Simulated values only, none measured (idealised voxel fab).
process module | voxel wiring stack
cross-section cut | 300 nm wide | cells 5 nm
A cross-section is a grid of square cells, given in bands from the top down. A band is one or more rows of cells.
Each band's line starts with the height of the band's top and of its bottom, in nm. Then come its materials from left to right, each with its width in nm. One material with "throughout" fills the band from edge to edge. "air" is empty space.
Height 0 is the level under which the wafer as received is all one material. The lowest band goes on downwards, as in "0 down".
A width such as "30 to 40" changes by the same amount from each row of cells to the next, from the band's top row to its bottom row.
"no change" after a step means that no cell of the cross-section changed.
closed voids: empty space of 8 cells or more with no open way to the top, each as width x height at its distance from the left edge, in nm
after a step's settings: what the simulator itself notes on the step
overlay nm, on a step with a mask: how far to the right of its planned place the mask lay; to the left if negative
plan
1 op RECEIVE | material Si
2 op CONFORMAL_DEP | material SiO2 | thk nm 10
3 op DIRECTIONAL_DEP | material TiN | thk nm 5
4 op DIRECTIONAL_DEP | material W | thk nm 20
5 op PATTERN | tone cover | mask id METAL_1 | material resist | width nm 30 | pitch nm 60 | thk nm 20 | overlay nm 0
6 op DIRECTIONAL_ETCH | etch materials W | depth nm 20
7 op DIRECTIONAL_ETCH | etch materials TiN | depth nm 5
8 op STRIP | etch materials resist
9 op CONFORMAL_DEP | material SiN | thk nm 5
10 op FILL_DEP | material SiO2 | thk nm 5
11 op CMP | height nm 35
12 op CONFORMAL_DEP | material SiCN | thk nm 5
13 op DIRECTIONAL_DEP | material SiO2 | thk nm 30
14 op MASKED_ETCH | tone open | mask id METAL_2_HOLES | width nm 15 | pitch nm 60 | etch materials SiO2 | depth nm 30 | overlay nm -15
15 op PATTERN | tone open | mask id METAL_2 | material resist | width nm 30 | pitch nm 60 | thk nm 15 | overlay nm 0
16 op DIRECTIONAL_ETCH | etch materials SiO2 | depth nm 15
17 op DIRECTIONAL_ETCH | etch materials SiCN | depth nm 5
18 op STRIP | etch materials resist
19 op CONFORMAL_DEP | material TiN | thk nm 5
20 op FILL_DEP | material Cu | thk nm 10
21 op CMP | height nm 70
22 op CONFORMAL_DEP | material SiCN | thk nm 5
varied across the wafers: overlay nm of step 14. The plan shows the first wafer's value. All wafers start alike
first wafer as received, after step 1
  0 down: Si throughout
  closed voids: none
first wafer at the end, after step 22
  75 to 70: SiCN throughout
  70 to 60: SiO2 60 | TiN 5 | Cu 35 | TiN 5 | SiO2 15 | TiN 5 | Cu 35 | TiN 5 | SiO2 15 | TiN 5 | Cu 35 | TiN 5 | SiO2 75
  60 to 55: SiO2 60 | TiN 5 | Cu 5 | TiN 35 | SiO2 15 | TiN 5 | Cu 5 | TiN 35 | SiO2 15 | TiN 5 | Cu 5 | TiN 35 | SiO2 75
  55 to 45: SiO2 60 | TiN 5 | Cu 5 | TiN 5 | SiO2 45 | TiN 5 | Cu 5 | TiN 5 | SiO2 45 | TiN 5 | Cu 5 | TiN 5 | SiO2 105
  45 to 40: SiO2 60 | TiN 15 | SiO2 45 | TiN 15 | SiO2 45 | TiN 15 | SiO2 105
  40 to 35: SiCN throughout
  35 to 15: SiO2 70 | SiN 5 | W 30 | SiN 5 | SiO2 20 | SiN 5 | W 30 | SiN 5 | SiO2 20 | SiN 5 | W 30 | SiN 5 | SiO2 70
  15 to 10: SiN 75 | TiN 30 | SiN 30 | TiN 30 | SiN 30 | TiN 30 | SiN 75
  10 to 0: SiO2 throughout
  0 down: Si throughout
  closed voids: none
last wafer at the end
  75 to 70: SiCN throughout
  70 to 60: SiO2 75 | TiN 5 | Cu 20 | TiN 5 | SiO2 30 | TiN 5 | Cu 20 | TiN 5 | SiO2 30 | TiN 5 | Cu 20 | TiN 5 | SiO2 75
  60 to 55: SiO2 75 | TiN 20 | Cu 5 | TiN 5 | SiO2 30 | TiN 20 | Cu 5 | TiN 5 | SiO2 30 | TiN 20 | Cu 5 | TiN 5 | SiO2 75
  55 to 40: SiO2 90 | TiN 5 | Cu 5 | TiN 5 | SiO2 45 | TiN 5 | Cu 5 | TiN 5 | SiO2 45 | TiN 5 | Cu 5 | TiN 5 | SiO2 75
  40 to 35: SiCN 90 | TiN 15 | SiCN 45 | TiN 15 | SiCN 45 | TiN 15 | SiCN 75
  35 to 15: SiO2 70 | SiN 5 | W 30 | SiN 5 | SiO2 20 | SiN 5 | W 30 | SiN 5 | SiO2 20 | SiN 5 | W 30 | SiN 5 | SiO2 70
  15 to 10: SiN 75 | TiN 30 | SiN 30 | TiN 30 | SiN 30 | TiN 30 | SiN 75
  10 to 0: SiO2 throughout
  0 down: Si throughout
  closed voids: none
each wafer at the end: cells of each material gained (+) or lost (-) since it was received, then its closed voids
overlay nm -15 | +51 Cu | +120 SiCN | +66 SiN | +516 SiO2 | +75 TiN | +72 W | closed voids: none
overlay nm -10 | +45 Cu | +117 SiCN | +66 SiN | +525 SiO2 | +75 TiN | +72 W | closed voids: none
overlay nm -5 | +39 Cu | +114 SiCN | +66 SiN | +534 SiO2 | +75 TiN | +72 W | closed voids: none
overlay nm 0 | +36 Cu | +111 SiCN | +66 SiN | +543 SiO2 | +72 TiN | +72 W | closed voids: none
overlay nm 5 | +36 Cu | +111 SiCN | +66 SiN | +543 SiO2 | +72 TiN | +72 W | closed voids: none
overlay nm 10 | +36 Cu | +111 SiCN | +66 SiN | +543 SiO2 | +72 TiN | +72 W | closed voids: none
overlay nm 15 | +36 Cu | +111 SiCN | +66 SiN | +543 SiO2 | +72 TiN | +72 W | closed voids: none
